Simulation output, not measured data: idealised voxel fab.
A process module follows: voxel wiring stack.
We display cut, a cross-section 265 nm in width whose square cells are each 5 nm.
In what follows, cross-sections appear as grids of square cells, described through bands that run from the top down, where every band is one or more rows of cells. Each band's line starts with the height of the band's top and of its bottom, in nm. Then come its materials from left to right, each with its width in nm. One material with "full width" fills the band from edge to edge. "blank" is empty space. A quick word on heights: they are counted from 0, and under that level the wafer as it came to us is one material throughout. The lowest band is different from the rest in having no bottom; it simply continues downward, written as in "top 0, no bottom". Width: "30..40" (first number = top row, second number = bottom row, same change from row to row of cells). Basically "nothing changed" means that step didn't change any cell in the cross-section. Any empty space of 8 cells or more lacking an open way to the top shows up in "Cavities, sealed" as width x height at distance, distance from the left edge, in nm. Step line, after settings: the simulator's comment on this step. When a step includes a mask, the "overlay nm" setting on its line states how far to the right of its planned place that mask lay, and negative values state how far to the left.
### Planned step list for the process
step 1: op RECEIVE | material Si
step 2: op CONFORMAL_DEP | material SiO2 | thk nm 10
step 3: op CONFORMAL_DEP | material SiN | thk nm 5
step 4: op DIRECTIONAL_DEP | material SiO2 | thk nm 15
step 5: op DIRECTIONAL_DEP | material aC | thk nm 10
step 6: op PATTERN | tone open | mask id METAL_1 | material resist | width nm 20 | pitch nm 45 | thk nm 25 | overlay nm 0
step 7: op DIRECTIONAL_ETCH | etch materials aC | depth nm 10
step 8: op STRIP | etch materials resist
step 9: op DIRECTIONAL_ETCH | etch materials SiO2 | depth nm 15
step 10: op DIRECTIONAL_ETCH | etch materials SiN | depth nm 5
step 11: op STRIP | etch materials aC
step 12: op CONFORMAL_DEP | material TiN | thk nm 5
step 13: op FILL_DEP | material W | thk nm 10
step 14: op CMP | height nm 30
step 15: op CONFORMAL_DEP | material SiCN | thk nm 5
step 16: op DIRECTIONAL_DEP | material SiO2 | thk nm 35
step 17: op DIRECTIONAL_DEP | material aC | thk nm 10
step 18: op PATTERN | tone open | mask id METAL_2_HOLES | material resist | width nm 15 | pitch nm 90 | thk nm 30 | overlay nm 0
step 19: op DIRECTIONAL_ETCH | etch materials aC | depth nm 10
step 20: op STRIP | etch materials resist
step 21: op DIRECTIONAL_ETCH | etch materials SiO2 | depth nm 35
step 22: op STRIP | etch materials aC
step 23: op MASKED_ETCH | tone open | mask id METAL_2 | width nm 20 | pitch nm 45 | etch materials SiO2 | depth nm 20 | overlay nm 0
step 24: op MASKED_ETCH | tone open | mask id METAL_2 | width nm 20 | pitch nm 45 | etch materials SiCN | depth nm 5 | overlay nm 0
step 25: op CONFORMAL_DEP | material TiN | thk nm 5
step 26: op FILL_DEP | material Cu | thk nm 10
step 27: op CMP | height nm 70
step 28: op CONFORMAL_DEP | material SiCN | thk nm 5
step 29: op DIRECTIONAL_DEP | material lowk | thk nm 25
step 30: op PATTERN | tone open | mask id METAL_3 | material resist | width nm 20 | pitch nm 45 | thk nm 20 | overlay nm 0
step 31: op DIRECTIONAL_ETCH | etch materials lowk | depth nm 15
step 32: op STRIP | etch materials resist
step 33: op MASKED_ETCH | tone open | mask id METAL_3_HOLES | width nm 15 | pitch nm 45 | etch materials lowk | depth nm 10 | overlay nm 0
step 34: op MASKED_ETCH | tone open | mask id METAL_3_HOLES | width nm 15 | pitch nm 45 | etch materials SiCN | depth nm 5 | overlay nm 0
step 35: op CONFORMAL_DEP | material TiN | thk nm 5
step 36: op FILL_DEP | material Cu | thk nm 10
step 37: op CMP | height nm 100
step 38: op CONFORMAL_DEP | material SiCN | thk nm 5
step 39: op DIRECTIONAL_DEP | material lowk | thk nm 25
step 40: op MASKED_ETCH | tone open | mask id METAL_4_HOLES | width nm 15 | pitch nm 45 | etch materials lowk | depth nm 25 | overlay nm 0
step 41: op MASKED_ETCH | tone open | mask id METAL_4 | width nm 20 | pitch nm 45 | etch materials lowk | depth nm 15 | overlay nm 0
step 42: op MASKED_ETCH | tone open | mask id METAL_4 | width nm 20 | pitch nm 45 | etch materials SiCN | depth nm 5 | overlay nm 0
step 43: op CONFORMAL_DEP | material TiN | thk nm 5
step 44: op FILL_DEP | material Ru | thk nm 10
step 45: op CMP | height nm 130
step 46: op CONFORMAL_DEP | material SiCN | thk nm 5
Wafer-to-wafer difference: width nm, step 18. Common start. Plan = first wafer's value.
### As received, i.e. after step 1: cross-section through the first of several wafers
* top 0, no bottom | Si full width
* Cavities, sealed: none
### First wafer of several, cross-section, module end, after step 46 (last)
* top 135, bottom 130 | SiCN full width
* top 130, bottom 120 | 55 nm lowk / 5 nm TiN / 10 nm Ru / 5 nm TiN / 25 nm lowk / 5 nm TiN / 10 nm Ru / 5 nm TiN / 25 nm lowk / 5 nm TiN / 10 nm Ru / 5 nm TiN / 25 nm lowk / 5 nm TiN / 10 nm Ru / 5 nm TiN / 55 nm lowk
* top 120, bottom 115 | 55 nm lowk / 5 nm TiN / 5 nm Ru / 10 nm TiN / 25 nm lowk / 5 nm TiN / 5 nm Ru / 10 nm TiN / 25 nm lowk / 5 nm TiN / 5 nm Ru / 10 nm TiN / 25 nm lowk / 5 nm TiN / 5 nm Ru / 10 nm TiN / 55 nm lowk
* top 115, bottom 105 | 55 nm lowk / 5 nm TiN / 5 nm Ru / 5 nm TiN / 30 nm lowk / 5 nm TiN / 5 nm Ru / 5 nm TiN / 30 nm lowk / 5 nm TiN / 5 nm Ru / 5 nm TiN / 30 nm lowk / 5 nm TiN / 5 nm Ru / 5 nm TiN / 60 nm lowk
* top 105, bottom 100 | 55 nm SiCN / 15 nm TiN / 30 nm SiCN / 15 nm TiN / 30 nm SiCN / 15 nm TiN / 30 nm SiCN / 15 nm TiN / 60 nm SiCN
* top 100, bottom 90 | 55 nm lowk / 5 nm TiN / 10 nm Cu / 5 nm TiN / 25 nm lowk / 5 nm TiN / 10 nm Cu / 5 nm TiN / 25 nm lowk / 5 nm TiN / 10 nm Cu / 5 nm TiN / 25 nm lowk / 5 nm TiN / 10 nm Cu / 5 nm TiN / 55 nm lowk
* top 90, bottom 85 | 55 nm lowk / 5 nm TiN / 5 nm Cu / 10 nm TiN / 25 nm lowk / 5 nm TiN / 5 nm Cu / 10 nm TiN / 25 nm lowk / 5 nm TiN / 5 nm Cu / 10 nm TiN / 25 nm lowk / 5 nm TiN / 5 nm Cu / 10 nm TiN / 55 nm lowk
* top 85, bottom 75 | 55 nm lowk / 5 nm TiN / 5 nm Cu / 5 nm TiN / 30 nm lowk / 5 nm TiN / 5 nm Cu / 5 nm TiN / 30 nm lowk / 5 nm TiN / 5 nm Cu / 5 nm TiN / 30 nm lowk / 5 nm TiN / 5 nm Cu / 5 nm TiN / 60 nm lowk
* top 75, bottom 70 | 55 nm SiCN / 15 nm TiN / 30 nm SiCN / 15 nm TiN / 30 nm SiCN / 15 nm TiN / 30 nm SiCN / 15 nm TiN / 60 nm SiCN
* top 70, bottom 55 | 55 nm SiO2 / 5 nm TiN / 10 nm Cu / 5 nm TiN / 25 nm SiO2 / 5 nm TiN / 10 nm Cu / 5 nm TiN / 25 nm SiO2 / 5 nm TiN / 10 nm Cu / 5 nm TiN / 25 nm SiO2 / 5 nm TiN / 10 nm Cu / 5 nm TiN / 55 nm SiO2
* top 55, bottom 50 | 55 nm SiO2 / 5 nm TiN / 5 nm Cu / 10 nm TiN / 25 nm SiO2 / 20 nm TiN / 25 nm SiO2 / 5 nm TiN / 5 nm Cu / 10 nm TiN / 25 nm SiO2 / 20 nm TiN / 55 nm SiO2
* top 50, bottom 35 | 55 nm SiO2 / 5 nm TiN / 5 nm Cu / 5 nm TiN / 75 nm SiO2 / 5 nm TiN / 5 nm Cu / 5 nm TiN / 105 nm SiO2
* top 35, bottom 30 | 55 nm SiCN / 15 nm TiN / 75 nm SiCN / 15 nm TiN / 105 nm SiCN
* top 30, bottom 15 | 55 nm SiO2 / 5 nm TiN / 10 nm W / 5 nm TiN / 25 nm SiO2 / 5 nm TiN / 10 nm W / 5 nm TiN / 25 nm SiO2 / 5 nm TiN / 10 nm W / 5 nm TiN / 25 nm SiO2 / 5 nm TiN / 10 nm W / 5 nm TiN / 55 nm SiO2
* top 15, bottom 10 | 55 nm SiN / 20 nm TiN / 25 nm SiN / 20 nm TiN / 25 nm SiN / 20 nm TiN / 25 nm SiN / 20 nm TiN / 55 nm SiN
* top 10, bottom 0 | SiO2 full width
* top 0, no bottom | Si full width
* Cavities, sealed: none
### Final wafer of several, shown in cross-section at the end of the module
* top 135, bottom 130 | SiCN full width
* top 130, bottom 120 | 55 nm lowk / 5 nm TiN / 10 nm Ru / 5 nm TiN / 25 nm lowk / 5 nm TiN / 10 nm Ru / 5 nm TiN / 25 nm lowk / 5 nm TiN / 10 nm Ru / 5 nm TiN / 25 nm lowk / 5 nm TiN / 10 nm Ru / 5 nm TiN / 55 nm lowk
* top 120, bottom 115 | 55 nm lowk / 5 nm TiN / 5 nm Ru / 10 nm TiN / 25 nm lowk / 5 nm TiN / 5 nm Ru / 10 nm TiN / 25 nm lowk / 5 nm TiN / 5 nm Ru / 10 nm TiN / 25 nm lowk / 5 nm TiN / 5 nm Ru / 10 nm TiN / 55 nm lowk
* top 115, bottom 105 | 55 nm lowk / 5 nm TiN / 5 nm Ru / 5 nm TiN / 30 nm lowk / 5 nm TiN / 5 nm Ru / 5 nm TiN / 30 nm lowk / 5 nm TiN / 5 nm Ru / 5 nm TiN / 30 nm lowk / 5 nm TiN / 5 nm Ru / 5 nm TiN / 60 nm lowk
* top 105, bottom 100 | 55 nm SiCN / 15 nm TiN / 30 nm SiCN / 15 nm TiN / 30 nm SiCN / 15 nm TiN / 30 nm SiCN / 15 nm TiN / 60 nm SiCN
* top 100, bottom 90 | 55 nm lowk / 5 nm TiN / 10 nm Cu / 5 nm TiN / 25 nm lowk / 5 nm TiN / 10 nm Cu / 5 nm TiN / 25 nm lowk / 5 nm TiN / 10 nm Cu / 5 nm TiN / 25 nm lowk / 5 nm TiN / 10 nm Cu / 5 nm TiN / 55 nm lowk
* top 90, bottom 85 | 55 nm lowk / 5 nm TiN / 5 nm Cu / 10 nm TiN / 25 nm lowk / 5 nm TiN / 5 nm Cu / 10 nm TiN / 25 nm lowk / 5 nm TiN / 5 nm Cu / 10 nm TiN / 25 nm lowk / 5 nm TiN / 5 nm Cu / 10 nm TiN / 55 nm lowk
* top 85, bottom 75 | 55 nm lowk / 5 nm TiN / 5 nm Cu / 5 nm TiN / 30 nm lowk / 5 nm TiN / 5 nm Cu / 5 nm TiN / 30 nm lowk / 5 nm TiN / 5 nm Cu / 5 nm TiN / 30 nm lowk / 5 nm TiN / 5 nm Cu / 5 nm TiN / 60 nm lowk
* top 75, bottom 70 | 55 nm SiCN / 15 nm TiN / 30 nm SiCN / 15 nm TiN / 30 nm SiCN / 15 nm TiN / 30 nm SiCN / 15 nm TiN / 60 nm SiCN
* top 70, bottom 55 | 50 nm SiO2 / 5 nm TiN / 20 nm Cu / 5 nm TiN / 20 nm SiO2 / 5 nm TiN / 10 nm Cu / 5 nm TiN / 20 nm SiO2 / 5 nm TiN / 20 nm Cu / 5 nm TiN / 20 nm SiO2 / 5 nm TiN / 10 nm Cu / 5 nm TiN / 55 nm SiO2
* top 55, bottom 50 | 50 nm SiO2 / 5 nm TiN / 20 nm Cu / 5 nm TiN / 20 nm SiO2 / 20 nm TiN / 20 nm SiO2 / 5 nm TiN / 20 nm Cu / 5 nm TiN / 20 nm SiO2 / 20 nm TiN / 55 nm SiO2
* top 50, bottom 40 | 50 nm SiO2 / 5 nm TiN / 20 nm Cu / 5 nm TiN / 60 nm SiO2 / 5 nm TiN / 20 nm Cu / 5 nm TiN / 95 nm SiO2
* top 40, bottom 35 | 50 nm SiO2 / 10 nm TiN / 10 nm Cu / 10 nm TiN / 60 nm SiO2 / 10 nm TiN / 10 nm Cu / 10 nm TiN / 95 nm SiO2
* top 35, bottom 30 | 55 nm SiCN / 20 nm TiN / 70 nm SiCN / 20 nm TiN / 100 nm SiCN
* top 30, bottom 15 | 55 nm SiO2 / 5 nm TiN / 10 nm W / 5 nm TiN / 25 nm SiO2 / 5 nm TiN / 10 nm W / 5 nm TiN / 25 nm SiO2 / 5 nm TiN / 10 nm W / 5 nm TiN / 25 nm SiO2 / 5 nm TiN / 10 nm W / 5 nm TiN / 55 nm SiO2
* top 15, bottom 10 | 55 nm SiN / 20 nm TiN / 25 nm SiN / 20 nm TiN / 25 nm SiN / 20 nm TiN / 25 nm SiN / 20 nm TiN / 55 nm SiN
* top 10, bottom 0 | SiO2 full width
* top 0, no bottom | Si full width
* Cavities, sealed: none
### Tabulated below, wafer by wafer, are the end-of-module results: for each material, the number of cells gained (+) or lost (-) relative to the as-received state, followed by the closed voids
width nm 15 | +60 Cu | +28 Ru | +182 SiCN | +37 SiN | +506 SiO2 | +208 TiN | +24 W | +386 lowk | Cavities, sealed: none
width nm 20 | +68 Cu | +28 Ru | +180 SiCN | +37 SiN | +500 SiO2 | +208 TiN | +24 W | +386 lowk | Cavities, sealed: none
width nm 25 | +80 Cu | +28 Ru | +180 SiCN | +37 SiN | +486 SiO2 | +210 TiN | +24 W | +386 lowk | Cavities, sealed: none
width nm 30 | +92 Cu | +28 Ru | +180 SiCN | +37 SiN | +472 SiO2 | +212 TiN | +24 W | +386 lowk | Cavities, sealed: none
